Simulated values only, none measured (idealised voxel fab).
The process module that follows is named voxel air gaps.
Section cut is 255 nm wide and gridded with 5 nm square cells.
A cross-section is written here as square cells arranged in a grid, and it is given in bands from the top down, each band taking up one or more rows of cells. Band: top and bottom heights (nm) first, top before bottom; then materials from left to right, widths in nm. "edge to edge" marks a sole material filling the band edge to edge. "blank" denotes empty space. A quick word on heights: they are counted from 0, and under that level the wafer as it came to us is one material throughout. The lowest band is different from the rest in having no bottom; it simply continues downward, written as in "top 0, no bottom". Read "30->40" as a graded width: first number on top, second number at the bottom, same change between each pair of neighbouring rows. Where the words "nothing was modified" appear for a step, the cross-section shows no cell changed by that step; every cell remained as before. Reported under the label "Voids lacking openings" are the empty spaces having no open way to the top and comprising 8 cells or more; the notation for each is width x height at distance, in which the distance is measured from the left edge and all three values are in nm. That trailing text on a step's line, after the settings, is the simulator's own remark on the step. On any step carrying a mask, the "overlay nm" setting, if present on the step's line, tells how far right of its planned place the mask lay; negative values point to the left.
## So here's the lineup of process steps we planned
1. RECEIVE with material Si
2. CONFORMAL_DEP with material SiO2, thk nm 15
3. CONFORMAL_DEP with material SiN, thk nm 5
4. DIRECTIONAL_DEP with material SiO2, thk nm 35
5. MASKED_ETCH with tone open, mask id LINES, width nm 15, pitch nm 45, etch materials SiO2, depth nm 35, overlay nm -15
6. CONFORMAL_DEP with material TiN, thk nm 5
7. FILL_DEP with material W, thk nm 10
8. CMP with height nm 55
9. EPI with material Ru, thk nm 10
10. SELECTIVE_ETCH with etch materials SiO2, depth nm 45
11. CONFORMAL_DEP with material SiN, thk nm 5
The wafers in this document start out alike and differ in the overlay nm applied at step 5; the plan shows the value used for the first wafer.
## The first of several wafers as received, shown in cross-section; this is its state after step 1
> top 0, no bottom | Si edge to edge
> Voids lacking openings: none
## The first of several wafers, seen in cross-section after the module's last step, step 11
> top 70, bottom 65 | blank=20  SiN=180  blank=55
> top 65, bottom 55 | blank=20  SiN=5  Ru=35  SiN=10  Ru=35  SiN=10  Ru=35  SiN=10  Ru=35  SiN=5  blank=55
> top 55, bottom 50 | blank=20  SiN=15  TiN=5  W=5  TiN=5  SiN=30  TiN=5  W=5  TiN=5  SiN=30  TiN=5  W=5  TiN=5  SiN=30  TiN=5  W=5  TiN=5  SiN=15  blank=55
> top 50, bottom 25 | blank=30  SiN=5  TiN=5  W=5  TiN=5  SiN=5  blank=20  SiN=5  TiN=5  W=5  TiN=5  SiN=5  blank=20  SiN=5  TiN=5  W=5  TiN=5  SiN=5  blank=20  SiN=5  TiN=5  W=5  TiN=5  SiN=5  blank=65
> top 25, bottom 20 | SiN=35  TiN=15  SiN=30  TiN=15  SiN=30  TiN=15  SiN=30  TiN=15  SiN=70
> top 20, bottom 15 | SiN edge to edge
> top 15, bottom 0 | SiO2 edge to edge
> top 0, no bottom | Si edge to edge
> Voids lacking openings: 20 x 25 at 55; 20 x 25 at 100; 20 x 25 at 145
## Cross-section at module completion, last wafer
> top 70, bottom 65 | blank=50  SiN=180  blank=25
> top 65, bottom 55 | blank=50  SiN=5  Ru=35  SiN=10  Ru=35  SiN=10  Ru=35  SiN=10  Ru=35  SiN=5  blank=25
> top 55, bottom 50 | blank=50  SiN=15  TiN=5  W=5  TiN=5  SiN=30  TiN=5  W=5  TiN=5  SiN=30  TiN=5  W=5  TiN=5  SiN=30  TiN=5  W=5  TiN=5  SiN=15  blank=25
> top 50, bottom 25 | blank=60  SiN=5  TiN=5  W=5  TiN=5  SiN=5  blank=20  SiN=5  TiN=5  W=5  TiN=5  SiN=5  blank=20  SiN=5  TiN=5  W=5  TiN=5  SiN=5  blank=20  SiN=5  TiN=5  W=5  TiN=5  SiN=5  blank=35
> top 25, bottom 20 | SiN=65  TiN=15  SiN=30  TiN=15  SiN=30  TiN=15  SiN=30  TiN=15  SiN=40
> top 20, bottom 15 | SiN edge to edge
> top 15, bottom 0 | SiO2 edge to edge
> top 0, no bottom | Si edge to edge
> Voids lacking openings: 20 x 25 at 85; 20 x 25 at 130; 20 x 25 at 175
## Take any row and you have a wafer at the end of the module: how many cells of each material it has gained (+) or lost (-) since it was received, and then its closed voids
overlay nm -15 | +56 Ru | +206 SiN | +153 SiO2 | +60 TiN | +24 W | Voids lacking openings: 20 x 25 at 55; 20 x 25 at 100; 20 x 25 at 145
overlay nm -10 | +56 Ru | +206 SiN | +153 SiO2 | +60 TiN | +24 W | Voids lacking openings: 20 x 25 at 60; 20 x 25 at 105; 20 x 25 at 150
overlay nm -5 | +56 Ru | +206 SiN | +153 SiO2 | +60 TiN | +24 W | Voids lacking openings: 20 x 25 at 65; 20 x 25 at 110; 20 x 25 at 155
overlay nm 0 | +56 Ru | +206 SiN | +153 SiO2 | +60 TiN | +24 W | Voids lacking openings: 20 x 25 at 70; 20 x 25 at 115; 20 x 25 at 160
overlay nm 5 | +56 Ru | +206 SiN | +153 SiO2 | +60 TiN | +24 W | Voids lacking openings: 20 x 25 at 75; 20 x 25 at 120; 20 x 25 at 165
overlay nm 10 | +56 Ru | +206 SiN | +153 SiO2 | +60 TiN | +24 W | Voids lacking openings: 20 x 25 at 80; 20 x 25 at 125; 20 x 25 at 170
overlay nm 15 | +56 Ru | +206 SiN | +153 SiO2 | +60 TiN | +24 W | Voids lacking openings: 20 x 25 at 85; 20 x 25 at 130; 20 x 25 at 175
